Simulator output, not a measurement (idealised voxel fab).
Process module under the name voxel gate over fins
The figure presents cross-section cut, which has a width of 230 nm and is divided into square cells with an edge length of 5 nm.
Cross-sections here: square-cell grids, written as top-down lists of bands, a band being one or more rows of cells.
Heads up on the band format: heights come first, top then bottom, in nm. After that it's the materials left to right, each with its width in nm. A single material flagged "everywhere" fills the whole band edge to edge, and "empty" means there's empty space there.
We count height from 0. Below that, the starting wafer is all one material. The lowest band never ends at the bottom but goes on down; see "top 0, no bottom" for how that is written.
Think of "30..40" as a width that walks from the first number to the second as you go down the band, top row to bottom row, taking equal-sized steps from row to row.
Take "nothing altered" at face value: in the step it is given for, the cross-section changed in none of its cells.
The entry "Closed void table" lists the empty spaces that cover at least 8 cells and have no open path to the top. Each is written as width x height at distance, where the distance is measured from the left edge and all three values are in nm.
That trailing text on a step's line, after the settings, is the simulator's own remark on the step.
A step's line can hold "overlay nm"; with a mask on that step, the setting says how far right of the planned place the mask lay, while a negative setting says it lay to the left.
[This section lists the process steps that were planned]
1: RECEIVE | material Si
2: CONFORMAL_DEP | material SiN | thk nm 5
3: PATTERN | tone cover | mask id FINS | material resist | width nm 15 | pitch nm 60 | thk nm 20 | overlay nm 0
4: DIRECTIONAL_ETCH | etch materials SiN | depth nm 5
5: DIRECTIONAL_ETCH | etch materials Si | depth nm 35
6: STRIP | etch materials resist
7: OXIDIZE | depth nm 5
8: FILL_DEP | material SiO2 | thk nm 15
9: CMP | height nm 5
10: PATTERN | tone open | mask id RAIL | material resist | width nm 15 | thk nm 20 | overlay nm 0
11: DIRECTIONAL_ETCH | etch materials SiO2 | depth nm 35
12: STRIP | etch materials resist
13: CONFORMAL_DEP | material TiN | thk nm 5
14: FILL_DEP | material Ru | thk nm 10
15: CMP | height nm 5
16: SELECTIVE_ETCH | etch materials W Ru TiN | depth nm 30
17: FILL_DEP | material SiO2 | thk nm 5
18: CMP | height nm 5
19: SELECTIVE_ETCH | etch materials SiO2 | depth nm 20
20: STRIP | etch materials SiN
21: CONFORMAL_DEP | material HfO2 | thk nm 5
22: CONFORMAL_DEP | material TiN | thk nm 5
23: CONFORMAL_DEP | material TiAl | thk nm 5
24: CONFORMAL_DEP | material TiN | thk nm 5
25: FILL_DEP | material W | thk nm 15
26: CMP | height nm 30
27: CONFORMAL_DEP | material SiN | thk nm 10
[Of two wafers, the first: run according to plan]
[Cross-section, incoming material, after step 1]
    top 0, no bottom  Si everywhere
    Closed void table: none
[Once step 2 is through, the wafer looks like this in cross-section]
    top 5, bottom 0  SiN everywhere
    Unchanged below 0.
[Once step 3 is through, the wafer looks like this in cross-section]
    top 25, bottom 5  empty=75 | resist=15 | empty=45 | resist=15 | empty=80
    Unchanged below 5.
[Once step 4 is through, the wafer looks like this in cross-section]
    top 25, bottom 5  empty=75 | resist=15 | empty=45 | resist=15 | empty=80
    top 5, bottom 0  empty=75 | SiN=15 | empty=45 | SiN=15 | empty=80
    Unchanged below 0.
[Once step 5 is through, the wafer looks like this in cross-section]
    top 25, bottom 5  empty=75 | resist=15 | empty=45 | resist=15 | empty=80
    top 5, bottom 0  empty=75 | SiN=15 | empty=45 | SiN=15 | empty=80
    top 0, bottom -35  empty=75 | Si=15 | empty=45 | Si=15 | empty=80
    Unchanged below -35.
[Once step 6 is through, the wafer looks like this in cross-section]
    top 5, bottom 0  empty=75 | SiN=15 | empty=45 | SiN=15 | empty=80
    Unchanged below 0.
[Once step 7 is through, the wafer looks like this in cross-section]
    top 5, bottom 0  empty=75 | SiN=15 | empty=45 | SiN=15 | empty=80
    top 0, bottom -35  empty=75 | SiO2=5 | Si=5 | SiO2=5 | empty=45 | SiO2=5 | Si=5 | SiO2=5 | empty=80
    top -35, bottom -40  SiO2=80 | Si=5 | SiO2=55 | Si=5 | SiO2=85
    Unchanged below -40.
[Once step 8 is through, the wafer looks like this in cross-section]
    top 20, bottom 5  SiO2 everywhere
    top 5, bottom 0  SiO2=75 | SiN=15 | SiO2=45 | SiN=15 | SiO2=80
    top 0, bottom -40  SiO2=80 | Si=5 | SiO2=55 | Si=5 | SiO2=85
    Unchanged below -40.
[Once step 9 is through, the wafer looks like this in cross-section]
    top 5, bottom 0  SiO2=75 | SiN=15 | SiO2=45 | SiN=15 | SiO2=80
    Unchanged below 0.
[Once step 10 is through, the wafer looks like this in cross-section]
    top 25, bottom 5  resist=105 | empty=15 | resist=110
    Unchanged below 5.
[Once step 11 is through, the wafer looks like this in cross-section]
    top 25, bottom 5  resist=105 | empty=15 | resist=110
    top 5, bottom 0  SiO2=75 | SiN=15 | SiO2=15 | empty=15 | SiO2=15 | SiN=15 | SiO2=80
    top 0, bottom -30  SiO2=80 | Si=5 | SiO2=20 | empty=15 | SiO2=20 | Si=5 | SiO2=85
    Unchanged below -30.
[Once step 12 is through, the wafer looks like this in cross-section]
    top 5, bottom 0  SiO2=75 | SiN=15 | SiO2=15 | empty=15 | SiO2=15 | SiN=15 | SiO2=80
    Unchanged below 0.
[Once step 13 is through, the wafer looks like this in cross-section]
    top 10, bottom 5  TiN=110 | empty=5 | TiN=115
    top 5, bottom 0  SiO2=75 | SiN=15 | SiO2=15 | TiN=5 | empty=5 | TiN=5 | SiO2=15 | SiN=15 | SiO2=80
    top 0, bottom -25  SiO2=80 | Si=5 | SiO2=20 | TiN=5 | empty=5 | TiN=5 | SiO2=20 | Si=5 | SiO2=85
    top -25, bottom -30  SiO2=80 | Si=5 | SiO2=20 | TiN=15 | SiO2=20 | Si=5 | SiO2=85
    Unchanged below -30.
[Once step 14 is through, the wafer looks like this in cross-section]
    top 20, bottom 10  Ru everywhere
    top 10, bottom 5  TiN=110 | Ru=5 | TiN=115
    top 5, bottom 0  SiO2=75 | SiN=15 | SiO2=15 | TiN=5 | Ru=5 | TiN=5 | SiO2=15 | SiN=15 | SiO2=80
    top 0, bottom -25  SiO2=80 | Si=5 | SiO2=20 | TiN=5 | Ru=5 | TiN=5 | SiO2=20 | Si=5 | SiO2=85
    Unchanged below -25.
[Once step 15 is through, the wafer looks like this in cross-section]
    top 5, bottom 0  SiO2=75 | SiN=15 | SiO2=15 | TiN=5 | Ru=5 | TiN=5 | SiO2=15 | SiN=15 | SiO2=80
    Unchanged below 0.
[Once step 16 is through, the wafer looks like this in cross-section]
    top 5, bottom 0  SiO2=75 | SiN=15 | SiO2=15 | empty=15 | SiO2=15 | SiN=15 | SiO2=80
    top 0, bottom -25  SiO2=80 | Si=5 | SiO2=20 | empty=15 | SiO2=20 | Si=5 | SiO2=85
    Unchanged below -25.
[Once step 17 is through, the wafer looks like this in cross-section]
    top 10, bottom 5  SiO2 everywhere
    top 5, bottom 0  SiO2=75 | SiN=15 | SiO2=45 | SiN=15 | SiO2=80
    top 0, bottom -25  SiO2=80 | Si=5 | SiO2=55 | Si=5 | SiO2=85
    Unchanged below -25.
[Once step 18 is through, the wafer looks like this in cross-section]
    top 5, bottom 0  SiO2=75 | SiN=15 | SiO2=45 | SiN=15 | SiO2=80
    Unchanged below 0.
[Once step 19 is through, the wafer looks like this in cross-section]
    top 5, bottom 0  empty=75 | SiN=15 | empty=45 | SiN=15 | empty=80
    top 0, bottom -15  empty=80 | Si=5 | empty=55 | Si=5 | empty=85
    Unchanged below -15.
[Once step 20 is through, the wafer looks like this in cross-section]
    top 0, bottom -15  empty=80 | Si=5 | empty=55 | Si=5 | empty=85
    Unchanged below -15.
[Once step 21 is through, the wafer looks like this in cross-section]
    top 5, bottom 0  empty=75 | HfO2=15 | empty=45 | HfO2=15 | empty=80
    top 0, bottom -10  empty=75 | HfO2=5 | Si=5 | HfO2=5 | empty=45 | HfO2=5 | Si=5 | HfO2=5 | empty=80
    top -10, bottom -15  HfO2=80 | Si=5 | HfO2=55 | Si=5 | HfO2=85
    Unchanged below -15.
[Once step 22 is through, the wafer looks like this in cross-section]
    top 10, bottom 5  empty=70 | TiN=25 | empty=35 | TiN=25 | empty=75
    top 5, bottom 0  empty=70 | TiN=5 | HfO2=15 | TiN=5 | empty=35 | TiN=5 | HfO2=15 | TiN=5 | empty=75
    top 0, bottom -5  empty=70 | TiN=5 | HfO2=5 | Si=5 | HfO2=5 | TiN=5 | empty=35 | TiN=5 | HfO2=5 | Si=5 | HfO2=5 | TiN=5 | empty=75
    top -5, bottom -10  TiN=75 | HfO2=5 | Si=5 | HfO2=5 | TiN=45 | HfO2=5 | Si=5 | HfO2=5 | TiN=80
    Unchanged below -10.
[Once step 23 is through, the wafer looks like this in cross-section]
    top 15, bottom 10  empty=65 | TiAl=35 | empty=25 | TiAl=35 | empty=70
    top 10, bottom 5  empty=65 | TiAl=5 | TiN=25 | TiAl=5 | empty=25 | TiAl=5 | TiN=25 | TiAl=5 | empty=70
    top 5, bottom 0  empty=65 | TiAl=5 | TiN=5 | HfO2=15 | TiN=5 | TiAl=5 | empty=25 | TiAl=5 | TiN=5 | HfO2=15 | TiN=5 | TiAl=5 | empty=70
    top 0, bottom -5  TiAl=70 | TiN=5 | HfO2=5 | Si=5 | HfO2=5 | TiN=5 | TiAl=35 | TiN=5 | HfO2=5 | Si=5 | HfO2=5 | TiN=5 | TiAl=75
    Unchanged below -5.
[Once step 24 is through, the wafer looks like this in cross-section]
    top 20, bottom 15  empty=60 | TiN=45 | empty=15 | TiN=45 | empty=65
    top 15, bottom 10  empty=60 | TiN=5 | TiAl=35 | TiN=5 | empty=15 | TiN=5 | TiAl=35 | TiN=5 | empty=65
    top 10, bottom 5  empty=60 | TiN=5 | TiAl=5 | TiN=25 | TiAl=5 | TiN=5 | empty=15 | TiN=5 | TiAl=5 | TiN=25 | TiAl=5 | TiN=5 | empty=65
    top 5, bottom 0  TiN=65 | TiAl=5 | TiN=5 | HfO2=15 | TiN=5 | TiAl=5 | TiN=25 | TiAl=5 | TiN=5 | HfO2=15 | TiN=5 | TiAl=5 | TiN=70
    Unchanged below 0.
[Once step 25 is through, the wafer looks like this in cross-section]
    top 35, bottom 20  W everywhere
    top 20, bottom 15  W=60 | TiN=45 | W=15 | TiN=45 | W=65
    top 15, bottom 10  W=60 | TiN=5 | TiAl=35 | TiN=5 | W=15 | TiN=5 | TiAl=35 | TiN=5 | W=65
    top 10, bottom 5  W=60 | TiN=5 | TiAl=5 | TiN=25 | TiAl=5 | TiN=5 | W=15 | TiN=5 | TiAl=5 | TiN=25 | TiAl=5 | TiN=5 | W=65
    Unchanged below 5.
[Once step 26 is through, the wafer looks like this in cross-section]
    top 30, bottom 20  W everywhere
    Unchanged below 20.
[Once step 27 is through, the wafer looks like this in cross-section]
    top 40, bottom 30  SiN everywhere
    Unchanged below 30.
[Second wafer: same start and same plan as the first, one execution error; identical to the first through step 18]
[Second wafer cross-section, taken as of the time the plan sets for step 19 to be done]
    top 5, bottom 0  empty=75 | SiN=15 | empty=45 | SiN=15 | empty=80
    top 0, bottom -5  empty=80 | Si=5 | empty=55 | Si=5 | empty=85
    Unchanged below -5.
[Second wafer cross-section, taken as of the time the plan sets for step 20 to be done]
    top 0, bottom -5  empty=80 | Si=5 | empty=55 | Si=5 | empty=85
    Unchanged below -5.
[Second wafer cross-section, taken as of the time the plan sets for step 21 to be done]
    top 5, bottom 0  empty=75 | HfO2=15 | empty=45 | HfO2=15 | empty=80
    top 0, bottom -5  HfO2=80 | Si=5 | HfO2=55 | Si=5 | HfO2=85
    Unchanged below -5.
[Second wafer cross-section, taken as of the time the plan sets for step 22 to be done]
    top 10, bottom 5  empty=70 | TiN=25 | empty=35 | TiN=25 | empty=75
    top 5, bottom 0  TiN=75 | HfO2=15 | TiN=45 | HfO2=15 | TiN=80
    Unchanged below 0.
[Second wafer cross-section, taken as of the time the plan sets for step 23 to be done]
    top 15, bottom 10  empty=65 | TiAl=35 | empty=25 | TiAl=35 | empty=70
    top 10, bottom 5  TiAl=70 | TiN=25 | TiAl=35 | TiN=25 | TiAl=75
    Unchanged below 5.
[Second wafer cross-section, taken as of the time the plan sets for step 24 to be done]
    top 20, bottom 15  empty=60 | TiN=45 | empty=15 | TiN=45 | empty=65
    top 15, bottom 10  TiN=65 | TiAl=35 | TiN=25 | TiAl=35 | TiN=70
    Unchanged below 10.
[Second wafer cross-section, taken as of the time the plan sets for step 25 to be done]
    top 35, bottom 20  W everywhere
    top 20, bottom 15  W=60 | TiN=45 | W=15 | TiN=45 | W=65
    Unchanged below 15.
[Second wafer cross-section, taken as of the time the plan sets for step 26 to be done]
    top 30, bottom 20  W everywhere
    Unchanged below 20.
[Second wafer cross-section, taken as of the time the plan sets for step 27 to be done]
    top 40, bottom 30  SiN everywhere
    Unchanged below 30.
What went wrong in running the wafer? note that step 19 departed from the planned setting and was carried out as SELECTIVE_ETCH | etch materials SiO2 | depth nm 10
The second wafer ends with more or fewer cells of some materials than the first, per final count: -8 HfO2, +88 SiO2, -8 TiAl, -16 TiN, -56 W
